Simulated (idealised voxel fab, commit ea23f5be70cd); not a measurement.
Process module heading - voxel double patterning
Section cut is 295 nm wide and gridded with 5 nm square cells.
The cross-sections in this document take the form of a grid made of square cells. They are written out as bands, in order from top to bottom. Each band consists of one or more rows of cells.
Band: top and bottom heights (nm) first, top before bottom; then materials from left to right, widths in nm. "everywhere" marks a sole material filling the band edge to edge. "air" denotes empty space.
Counting heights begins at 0, where everything beneath is, in the wafer as received, one material. The lowest band has no bottom; it goes on downwards, as "top 0, no bottom" shows.
Width spec "30..40" -> top row of cells at first value, bottom row at second value, equal per-row change in between.
A step reported as "nothing changed" is a step in which no cell of the cross-section changed.
Each empty space that has no open way to the top and spans at least 8 cells appears under "Entrapped void list" as width x height at distance, the distance counted from the left edge, all in nm.
Whatever follows a step's settings on its line is a remark the simulator itself makes about that step.
"overlay nm" denotes, for a step that has a mask, the displacement of the mask to the right of its planned place, with negative values corresponding to the left.

### The planned process steps are enumerated hereunder
| 1 | RECEIVE (material Si) |
| 2 | CONFORMAL_DEP (material SiO2; thk nm 10) |
| 3 | DIRECTIONAL_DEP (material polySi; thk nm 15) |
| 4 | DIRECTIONAL_DEP (material SiCN; thk nm 10) |
| 5 | MASKED_ETCH (tone open; mask id FIRST; width nm 15; pitch nm 50; etch materials SiCN; depth nm 10; overlay nm 0) |
| 6 | DIRECTIONAL_DEP (material aC; thk nm 15) |
| 7 | PATTERN (tone open; mask id SECOND; material resist; width nm 15; pitch nm 50; thk nm 35; overlay nm 0) |
| 8 | DIRECTIONAL_ETCH (etch materials aC; depth nm 15) |
| 9 | STRIP (etch materials resist) |
| 10 | DIRECTIONAL_ETCH (etch materials SiCN; depth nm 10) |
| 11 | STRIP (etch materials aC) |
| 12 | DIRECTIONAL_ETCH (etch materials polySi; depth nm 15) |
| 13 | STRIP (etch materials SiCN) |

### First of two wafers, with the run carried out as planned

### Here's what the wafer looked like in cross-section when it arrived - that's after step 1
	top 0, no bottom: Si everywhere
	Entrapped void list: none

### Cross-section of the wafer after step 2
	top 10, bottom 0: SiO2 everywhere
	Beneath the level 0, the cross-section is identical to its previous state.

### Cross-section of the wafer after step 3
	top 25, bottom 10: polySi everywhere
	Beneath the level 10, the cross-section is identical to its previous state.

### Cross-section of the wafer after step 4
	top 35, bottom 25: SiCN everywhere
	Beneath the level 25, the cross-section is identical to its previous state.

### Cross-section of the wafer after step 5
	top 35, bottom 25: SiCN: 90; air: 15; SiCN: 35; air: 15; SiCN: 35; air: 15; SiCN: 90
	Beneath the level 25, the cross-section is identical to its previous state.

### Cross-section of the wafer after step 6
	top 50, bottom 40: aC: 90; air: 15; aC: 35; air: 15; aC: 35; air: 15; aC: 90
	top 40, bottom 35: aC everywhere
	top 35, bottom 25: SiCN: 90; aC: 15; SiCN: 35; aC: 15; SiCN: 35; aC: 15; SiCN: 90
	Beneath the level 25, the cross-section is identical to its previous state.

### Cross-section of the wafer after step 7
	top 85, bottom 50: resist: 115; air: 15; resist: 35; air: 15; resist: 115
	top 50, bottom 40: aC: 90; resist: 15; aC: 35; resist: 15; aC: 35; resist: 15; aC: 90
	Beneath the level 40, the cross-section is identical to its previous state.

### Cross-section of the wafer after step 8
	top 70, bottom 50: resist: 115; air: 15; resist: 35; air: 15; resist: 115
	top 50, bottom 40: aC: 90; resist: 15; aC: 10; air: 15; aC: 10; resist: 15; aC: 10; air: 15; aC: 10; resist: 15; aC: 90
	top 40, bottom 35: aC: 115; air: 15; aC: 35; air: 15; aC: 115
	Beneath the level 35, the cross-section is identical to its previous state.

### Cross-section of the wafer after step 9
	top 50, bottom 40: aC: 90; air: 15; aC: 10; air: 15; aC: 10; air: 15; aC: 10; air: 15; aC: 10; air: 15; aC: 90
	Beneath the level 40, the cross-section is identical to its previous state.

### Cross-section of the wafer after step 10
	top 50, bottom 40: aC: 90; air: 15; aC: 10; air: 15; aC: 10; air: 15; aC: 10; air: 15; aC: 10; air: 15; aC: 90
	top 40, bottom 35: aC: 115; air: 15; aC: 35; air: 15; aC: 115
	top 35, bottom 25: SiCN: 90; aC: 15; SiCN: 10; air: 15; SiCN: 10; aC: 15; SiCN: 10; air: 15; SiCN: 10; aC: 15; SiCN: 90
	Beneath the level 25, the cross-section is identical to its previous state.

### Cross-section of the wafer after step 11
	top 35, bottom 25: SiCN: 90; air: 15; SiCN: 10; air: 15; SiCN: 10; air: 15; SiCN: 10; air: 15; SiCN: 10; air: 15; SiCN: 90
	Beneath the level 25, the cross-section is identical to its previous state.

### Cross-section of the wafer after step 12
	top 35, bottom 25: SiCN: 90; air: 15; SiCN: 10; air: 15; SiCN: 10; air: 15; SiCN: 10; air: 15; SiCN: 10; air: 15; SiCN: 90
	top 25, bottom 10: polySi: 90; air: 15; polySi: 10; air: 15; polySi: 10; air: 15; polySi: 10; air: 15; polySi: 10; air: 15; polySi: 90
	Beneath the level 10, the cross-section is identical to its previous state.

### Cross-section of the wafer after step 13
	top 25, bottom 10: polySi: 90; air: 15; polySi: 10; air: 15; polySi: 10; air: 15; polySi: 10; air: 15; polySi: 10; air: 15; polySi: 90
	Beneath the level 10, the cross-section is identical to its previous state.

### Here the second wafer is described. Its start and its plan were those of the first wafer. Its run contained one mistake. Up to and including step 2, it did exactly what the first wafer did

### Cross-section of the second wafer corresponding to the planned conclusion of step 3
	top 30, bottom 10: polySi everywhere
	Beneath the level 10, the cross-section is identical to its previous state.

### Cross-section of the second wafer corresponding to the planned conclusion of step 4
	top 40, bottom 30: SiCN everywhere
	Beneath the level 30, the cross-section is identical to its previous state.

### Cross-section of the second wafer corresponding to the planned conclusion of step 5
	top 40, bottom 30: SiCN: 90; air: 15; SiCN: 35; air: 15; SiCN: 35; air: 15; SiCN: 90
	Beneath the level 30, the cross-section is identical to its previous state.

### Cross-section of the second wafer corresponding to the planned conclusion of step 6
	top 55, bottom 45: aC: 90; air: 15; aC: 35; air: 15; aC: 35; air: 15; aC: 90
	top 45, bottom 40: aC everywhere
	top 40, bottom 30: SiCN: 90; aC: 15; SiCN: 35; aC: 15; SiCN: 35; aC: 15; SiCN: 90
	Beneath the level 30, the cross-section is identical to its previous state.

### Cross-section of the second wafer corresponding to the planned conclusion of step 7
	top 90, bottom 55: resist: 115; air: 15; resist: 35; air: 15; resist: 115
	top 55, bottom 45: aC: 90; resist: 15; aC: 35; resist: 15; aC: 35; resist: 15; aC: 90
	Beneath the level 45, the cross-section is identical to its previous state.

### Cross-section of the second wafer corresponding to the planned conclusion of step 8
	top 75, bottom 55: resist: 115; air: 15; resist: 35; air: 15; resist: 115
	top 55, bottom 45: aC: 90; resist: 15; aC: 10; air: 15; aC: 10; resist: 15; aC: 10; air: 15; aC: 10; resist: 15; aC: 90
	top 45, bottom 40: aC: 115; air: 15; aC: 35; air: 15; aC: 115
	Beneath the level 40, the cross-section is identical to its previous state.

### Cross-section of the second wafer corresponding to the planned conclusion of step 9
	top 55, bottom 45: aC: 90; air: 15; aC: 10; air: 15; aC: 10; air: 15; aC: 10; air: 15; aC: 10; air: 15; aC: 90
	Beneath the level 45, the cross-section is identical to its previous state.

### Cross-section of the second wafer corresponding to the planned conclusion of step 10
	top 55, bottom 45: aC: 90; air: 15; aC: 10; air: 15; aC: 10; air: 15; aC: 10; air: 15; aC: 10; air: 15; aC: 90
	top 45, bottom 40: aC: 115; air: 15; aC: 35; air: 15; aC: 115
	top 40, bottom 30: SiCN: 90; aC: 15; SiCN: 10; air: 15; SiCN: 10; aC: 15; SiCN: 10; air: 15; SiCN: 10; aC: 15; SiCN: 90
	Beneath the level 30, the cross-section is identical to its previous state.

### Cross-section of the second wafer corresponding to the planned conclusion of step 11
	top 40, bottom 30: SiCN: 90; air: 15; SiCN: 10; air: 15; SiCN: 10; air: 15; SiCN: 10; air: 15; SiCN: 10; air: 15; SiCN: 90
	Beneath the level 30, the cross-section is identical to its previous state.

### Cross-section of the second wafer corresponding to the planned conclusion of step 12
	top 40, bottom 30: SiCN: 90; air: 15; SiCN: 10; air: 15; SiCN: 10; air: 15; SiCN: 10; air: 15; SiCN: 10; air: 15; SiCN: 90
	top 30, bottom 15: polySi: 90; air: 15; polySi: 10; air: 15; polySi: 10; air: 15; polySi: 10; air: 15; polySi: 10; air: 15; polySi: 90
	Beneath the level 15, the cross-section is identical to its previous state.

### Cross-section of the second wafer corresponding to the planned conclusion of step 13
	top 30, bottom 15: polySi: 90; air: 15; polySi: 10; air: 15; polySi: 10; air: 15; polySi: 10; air: 15; polySi: 10; air: 15; polySi: 90
	Beneath the level 15, the cross-section is identical to its previous state.
In executing the process, a mistake was made relative to the plan: heads up, step 3 didn't go per plan, it actually ran as DIRECTIONAL_DEP (material polySi; thk nm 20)
End of process, cell counts, second wafer against first, materials with more or fewer: polySi +59
